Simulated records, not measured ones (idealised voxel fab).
The process module presented herein is designated voxel wiring stack.
Section shown: cut. Width: 290 nm. Cell size: 5 nm, square.
A cross-section is a grid of square cells, given in bands from the top down. A band is one or more rows of cells.
A band entry consists of two parts. The first gives the height of the band's top and the height of its bottom, in nm. The rest lists the band's materials from left to right, each with its width in nm. A single material labelled with the word "full width" fills the band from edge to edge, and the word "blank" marks empty space.
Beneath 0, the wafer as received is one material, and that level is where height counting begins. The lowest band goes on downward without a bottom; it is written like "0 -> down".
A two-number width, for instance "30 to 40", indicates that the width is equal to the first number in the top row of the band and to the second number in the bottom row, and that it changes by a constant amount per row of cells.
No cell of the cross-section changed in a step that is given as "stayed the same".
The entry "Enclosed cavity list" lists the empty spaces that cover at least 8 cells and have no open path to the top. Each is written as width x height at distance, where the distance is measured from the left edge and all three values are in nm.
Post-settings text on a step line: simulator's own remark regarding the step.
On any step carrying a mask, the "overlay nm" setting, if present on the step's line, tells how far right of its planned place the mask lay; negative values point to the left.
**The process steps that were planned are listed below**
| 1 | RECEIVE [material Si] |
| 2 | CONFORMAL_DEP [material SiO2] [thk nm 15] |
| 3 | DIRECTIONAL_DEP [material TiN] [thk nm 5] |
| 4 | DIRECTIONAL_DEP [material W] [thk nm 20] |
| 5 | DIRECTIONAL_DEP [material aC] [thk nm 10] |
| 6 | PATTERN [tone cover] [mask id METAL_1] [material resist] [width nm 25] [pitch nm 45] [thk nm 30] [overlay nm 0] |
| 7 | DIRECTIONAL_ETCH [etch materials aC] [depth nm 10] |
| 8 | STRIP [etch materials resist] |
| 9 | DIRECTIONAL_ETCH [etch materials W] [depth nm 20] |
| 10 | DIRECTIONAL_ETCH [etch materials TiN] [depth nm 5] |
| 11 | STRIP [etch materials aC] |
| 12 | CONFORMAL_DEP [material SiN] [thk nm 5] |
| 13 | FILL_DEP [material lowk] [thk nm 10] |
| 14 | CMP [height nm 40] |
| 15 | CONFORMAL_DEP [material SiCN] [thk nm 5] |
| 16 | DIRECTIONAL_DEP [material SiO2] [thk nm 20] |
| 17 | DIRECTIONAL_DEP [material aC] [thk nm 10] |
| 18 | PATTERN [tone open] [mask id PLUG_1] [material resist] [width nm 15] [pitch nm 45] [thk nm 25] [overlay nm 0] |
| 19 | DIRECTIONAL_ETCH [etch materials aC] [depth nm 10] |
| 20 | STRIP [etch materials resist] |
| 21 | DIRECTIONAL_ETCH [etch materials SiO2] [depth nm 20] |
| 22 | DIRECTIONAL_ETCH [etch materials SiCN] [depth nm 5] |
| 23 | STRIP [etch materials aC] |
| 24 | CONFORMAL_DEP [material TiN] [thk nm 5] |
| 25 | FILL_DEP [material Cu] [thk nm 5] |
| 26 | CMP [height nm 65] |
| 27 | DIRECTIONAL_DEP [material TiN] [thk nm 5] |
| 28 | DIRECTIONAL_DEP [material W] [thk nm 15] |
| 29 | DIRECTIONAL_DEP [material aC] [thk nm 10] |
| 30 | PATTERN [tone cover] [mask id METAL_2] [material resist] [width nm 25] [pitch nm 45] [thk nm 30] [overlay nm 0] |
| 31 | DIRECTIONAL_ETCH [etch materials aC] [depth nm 10] |
| 32 | STRIP [etch materials resist] |
| 33 | DIRECTIONAL_ETCH [etch materials W] [depth nm 15] |
| 34 | DIRECTIONAL_ETCH [etch materials TiN] [depth nm 5] |
| 35 | STRIP [etch materials aC] |
| 36 | CONFORMAL_DEP [material SiCN] [thk nm 5] |
| 37 | FILL_DEP [material SiO2] [thk nm 10] |
| 38 | CMP [height nm 85] |
| 39 | CONFORMAL_DEP [material SiCN] [thk nm 5] |
| 40 | DIRECTIONAL_DEP [material lowk] [thk nm 10] |
| 41 | MASKED_ETCH [tone open] [mask id PLUG_2] [width nm 15] [pitch nm 45] [etch materials lowk] [depth nm 10] [overlay nm 0] |
| 42 | MASKED_ETCH [tone open] [mask id PLUG_2] [width nm 15] [pitch nm 45] [etch materials SiCN] [depth nm 5] [overlay nm 0] |
| 43 | CONFORMAL_DEP [material TiN] [thk nm 5] |
| 44 | FILL_DEP [material W] [thk nm 10] |
| 45 | CMP [height nm 100] |
| 46 | CONFORMAL_DEP [material SiN] [thk nm 5] |
| 47 | DIRECTIONAL_DEP [material SiO2] [thk nm 20] |
| 48 | PATTERN [tone open] [mask id METAL_3] [material resist] [width nm 25] [pitch nm 45] [thk nm 20] [overlay nm 0] |
| 49 | DIRECTIONAL_ETCH [etch materials SiO2] [depth nm 20] |
| 50 | DIRECTIONAL_ETCH [etch materials SiN] [depth nm 5] |
| 51 | STRIP [etch materials resist] |
| 52 | CONFORMAL_DEP [material TiN] [thk nm 5] |
| 53 | FILL_DEP [material Ru] [thk nm 10] |
| 54 | CMP [height nm 125] |
| 55 | CONFORMAL_DEP [material SiN] [thk nm 5] |
**Received-state cross-section, reflecting completion of step 1**
* 0 -> down  Si full width
* Enclosed cavity list: none
**What the wafer looks like in cross-section after this module, when it starts as shown above and follows the plan above but one mistake is made in running it**
* 130 -> 125  SiN full width
* 125 -> 105  SiO2 85 / TiN 5 / Ru 15 / TiN 5 / SiO2 20 / TiN 5 / Ru 15 / TiN 5 / SiO2 20 / TiN 5 / Ru 15 / TiN 5 / SiO2 90
* 105 -> 100  SiN 85 / TiN 25 / SiN 20 / TiN 25 / SiN 20 / TiN 25 / SiN 90
* 100 -> 95  W full width
* 95 -> 90  TiN 90 / W 5 / TiN 40 / W 5 / TiN 40 / W 5 / TiN 105
* 90 -> 85  SiCN 85 / TiN 15 / SiCN 30 / TiN 15 / SiCN 30 / TiN 15 / SiCN 100
* 85 -> 70  SiO2 80 / SiCN 5 / W 25 / SiCN 5 / SiO2 10 / SiCN 5 / W 25 / SiCN 5 / SiO2 10 / SiCN 5 / W 25 / SiCN 5 / SiO2 85
* 70 -> 65  SiCN 85 / TiN 25 / SiCN 20 / TiN 25 / SiCN 20 / TiN 25 / SiCN 90
* 65 -> 45  SiO2 85 / TiN 5 / Cu 5 / TiN 5 / SiO2 30 / TiN 5 / Cu 5 / TiN 5 / SiO2 30 / TiN 5 / Cu 5 / TiN 5 / SiO2 100
* 45 -> 40  SiCN 85 / TiN 15 / SiCN 30 / TiN 15 / SiCN 30 / TiN 15 / SiCN 100
* 40 -> 20  lowk 80 / SiN 5 / W 25 / SiN 5 / lowk 10 / SiN 5 / W 25 / SiN 5 / lowk 10 / SiN 5 / W 25 / SiN 5 / lowk 85
* 20 -> 15  SiN 85 / TiN 25 / SiN 20 / TiN 25 / SiN 20 / TiN 25 / SiN 90
* 15 -> 0  SiO2 full width
* 0 -> down  Si full width
* Enclosed cavity list: none
What went wrong in running the wafer? step 40 was dropped from the plan's execution and never run
